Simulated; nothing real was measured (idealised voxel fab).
A process module follows: voxel wiring stack.
Pictured: cross-section cut, 255 nm wide, on a grid of 5 nm square cells.
Cross-section = grid of square cells, listed top down in bands; band = one or more rows.
Basically the band line says how high the top is and how high the bottom is, in nm, and then what's in it from left to right, every material with its width in nm. Empty space shows up as "blank", and if a single material carries "everywhere" it runs the full band edge to edge.
Ref level 0: as-received wafer is one material below here. Bottom band extends down with no lower bound ("0 down").
A width such as "30 to 40" changes by the same amount from each row of cells to the next, from the band's top row to its bottom row.
"no modification" -> step changed no cross-section cell.
Entry "Enclosed cavity list" = empty spaces >= 8 cells with no open way to the top; each as width x height at distance, distance from left edge, all nm.
after a step's settings: what the simulator itself notes on the step
You can add "overlay nm" to a step's line. For a step with a mask, it describes how far the mask lay to the right of its planned position, and a negative number describes a lay to the left.

Planned process steps
1 RECEIVE, material Si
2 CONFORMAL_DEP, material SiO2, thk nm 15
3 CONFORMAL_DEP, material SiN, thk nm 5
4 DIRECTIONAL_DEP, material lowk, thk nm 25
5 MASKED_ETCH, tone open, mask id METAL_1, width nm 30, pitch nm 50, etch materials lowk, depth nm 25, overlay nm 0
6 MASKED_ETCH, tone open, mask id METAL_1, width nm 30, pitch nm 50, etch materials SiN, depth nm 5, overlay nm 0
7 CONFORMAL_DEP, material TiN, thk nm 5
8 FILL_DEP, material Cu, thk nm 10
9 CMP, height nm 45
10 CONFORMAL_DEP, material SiCN, thk nm 5
11 DIRECTIONAL_DEP, material SiO2, thk nm 25
12 MASKED_ETCH, tone open, mask id METAL_2_HOLES, width nm 15, pitch nm 50, etch materials SiO2, depth nm 25, overlay nm 0
13 MASKED_ETCH, tone open, mask id METAL_2, width nm 30, pitch nm 50, etch materials SiO2, depth nm 15, overlay nm 0
14 MASKED_ETCH, tone open, mask id METAL_2, width nm 30, pitch nm 50, etch materials SiCN, depth nm 5, overlay nm 0
15 CONFORMAL_DEP, material TiN, thk nm 5
16 FILL_DEP, material Cu, thk nm 10
17 CMP, height nm 75
18 CONFORMAL_DEP, material SiCN, thk nm 5
19 DIRECTIONAL_DEP, material lowk, thk nm 30
20 MASKED_ETCH, tone open, mask id METAL_3, width nm 30, pitch nm 50, etch materials lowk, depth nm 15, overlay nm 0
21 MASKED_ETCH, tone open, mask id METAL_3_HOLES, width nm 15, pitch nm 50, etch materials lowk, depth nm 15, overlay nm 0
22 MASKED_ETCH, tone open, mask id METAL_3_HOLES, width nm 15, pitch nm 50, etch materials SiCN, depth nm 5, overlay nm 0
23 CONFORMAL_DEP, material TiN, thk nm 5
24 FILL_DEP, material Cu, thk nm 5
25 CMP, height nm 110
26 CONFORMAL_DEP, material SiN, thk nm 5

Incoming wafer, cross-sectional view, post step 1
    0 down | Si everywhere
    Enclosed cavity list: none

a wafer at the end: this start, this plan, one mistake
    115 to 110 | TiN everywhere
    110 to 100 | lowk (35) | TiN (5) | Cu (20) | TiN (5) | lowk (20) | TiN (5) | Cu (20) | TiN (5) | lowk (20) | TiN (5) | Cu (20) | TiN (5) | lowk (20) | TiN (5) | Cu (20) | TiN (5) | lowk (40)
    100 to 95 | lowk (35) | TiN (5) | Cu (5) | TiN (20) | lowk (20) | TiN (5) | Cu (5) | TiN (20) | lowk (20) | TiN (5) | Cu (5) | TiN (20) | lowk (20) | TiN (5) | Cu (5) | TiN (20) | lowk (40)
    95 to 80 | lowk (35) | TiN (5) | Cu (5) | TiN (5) | lowk (35) | TiN (5) | Cu (5) | TiN (5) | lowk (35) | TiN (5) | Cu (5) | TiN (5) | lowk (35) | TiN (5) | Cu (5) | TiN (5) | lowk (55)
    80 to 75 | SiCN (35) | TiN (15) | SiCN (35) | TiN (15) | SiCN (35) | TiN (15) | SiCN (35) | TiN (15) | SiCN (55)
    75 to 65 | SiO2 (35) | TiN (5) | Cu (20) | TiN (5) | SiO2 (20) | TiN (5) | Cu (20) | TiN (5) | SiO2 (20) | TiN (5) | Cu (20) | TiN (5) | SiO2 (20) | TiN (5) | Cu (20) | TiN (5) | SiO2 (40)
    65 to 60 | SiO2 (35) | TiN (5) | Cu (5) | TiN (20) | SiO2 (20) | TiN (5) | Cu (5) | TiN (20) | SiO2 (20) | TiN (5) | Cu (5) | TiN (20) | SiO2 (20) | TiN (5) | Cu (5) | TiN (20) | SiO2 (40)
    60 to 50 | SiO2 (35) | TiN (5) | Cu (5) | TiN (5) | SiO2 (35) | TiN (5) | Cu (5) | TiN (5) | SiO2 (35) | TiN (5) | Cu (5) | TiN (5) | SiO2 (35) | TiN (5) | Cu (5) | TiN (5) | SiO2 (55)
    50 to 45 | SiCN (35) | TiN (15) | SiCN (35) | TiN (15) | SiCN (35) | TiN (15) | SiCN (35) | TiN (15) | SiCN (55)
    45 to 20 | lowk (35) | TiN (5) | Cu (20) | TiN (5) | lowk (20) | TiN (5) | Cu (20) | TiN (5) | lowk (20) | TiN (5) | Cu (20) | TiN (5) | lowk (20) | TiN (5) | Cu (20) | TiN (5) | lowk (40)
    20 to 15 | SiN (35) | TiN (30) | SiN (20) | TiN (30) | SiN (20) | TiN (30) | SiN (20) | TiN (30) | SiN (40)
    15 to 0 | SiO2 everywhere
    0 down | Si everywhere
    Enclosed cavity list: none
what went wrong: heads up, step 26 didn't go per plan, it actually ran as CONFORMAL_DEP, material TiN, thk nm 5
